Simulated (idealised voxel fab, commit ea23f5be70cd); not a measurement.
voxel ribs on slabs: a process module
Each square cell in cross-section cut measures 5 nm, and the section as a whole is 175 nm wide.
Cross-section format: a grid of square cells, given as bands from top to bottom; each band is one or more rows of cells. Look at the band entry: it leads with the top's height and the bottom's height in nm. Then it lists the materials left to right, with a width in nm for each. The word "everywhere" on a single material says that material fills the band edge to edge. The word "blank" is empty space. Heights are reckoned from 0. Under this level, the received wafer is all of one material. The bottommost band is open-ended downward, for example "0 nm and below". Per-row width for "30..40": begins at first number (top row of band), ends at second number (bottom row), increment between rows held constant. A step reported as "no modifications" is a step in which no cell of the cross-section changed. Voids not open to the top, 8 cells minimum: see "Enclosed void catalog". Written width x height at distance; distance is from the left edge; nm. That trailing text on a step's line, after the settings, is the simulator's own remark on the step. overlay nm: on a step with a mask, how far right of its planned place the mask lay; negative means left.
[The planned process steps are enumerated hereunder]
1 RECEIVE (material Si)
2 DIRECTIONAL_DEP (material SiO2; thk nm 20)
3 DIRECTIONAL_DEP (material polySi; thk nm 15)
4 PATTERN (tone cover; mask id RIB; material resist; width nm 30; thk nm 20; overlay nm 0)
5 DIRECTIONAL_ETCH (etch materials polySi; depth nm 5)
6 STRIP (etch materials resist)
7 PATTERN (tone cover; mask id SLAB; material resist; width nm 80; thk nm 20; overlay nm 0)
8 DIRECTIONAL_ETCH (etch materials polySi; depth nm 10)
9 STRIP (etch materials resist)
10 FILL_DEP (material SiO2; thk nm 30)
11 CMP (height nm 55)
12 DIRECTIONAL_DEP (material TiN; thk nm 10)
13 PATTERN (tone cover; mask id HEATER; material resist; width nm 40; thk nm 20; overlay nm 0)
14 DIRECTIONAL_ETCH (etch materials TiN; depth nm 10)
15 STRIP (etch materials resist)
16 CONFORMAL_DEP (material SiO2; thk nm 10)
Every wafer here starts from the same state; it is the step 7 width nm that distinguishes them, and the value the plan gives belongs to the first wafer.
[First of several wafers (as received, post step 1), cross-sectional view]
- 0 nm and below | Si everywhere
- Enclosed void catalog: none
[Note: the following table is arranged by wafer, a row apiece. Each row reports the end-of-module state: per material, cells gained (+) or cells lost (-) compared with the wafer as received; closed voids follow]
width nm 80 | +425 SiO2 | +16 TiN | +38 polySi | Enclosed void catalog: none
width nm 85 | +423 SiO2 | +16 TiN | +40 polySi | Enclosed void catalog: none
width nm 90 | +421 SiO2 | +16 TiN | +42 polySi | Enclosed void catalog: none
width nm 95 | +419 SiO2 | +16 TiN | +44 polySi | Enclosed void catalog: none
width nm 100 | +417 SiO2 | +16 TiN | +46 polySi | Enclosed void catalog: none
width nm 105 | +415 SiO2 | +16 TiN | +48 polySi | Enclosed void catalog: none
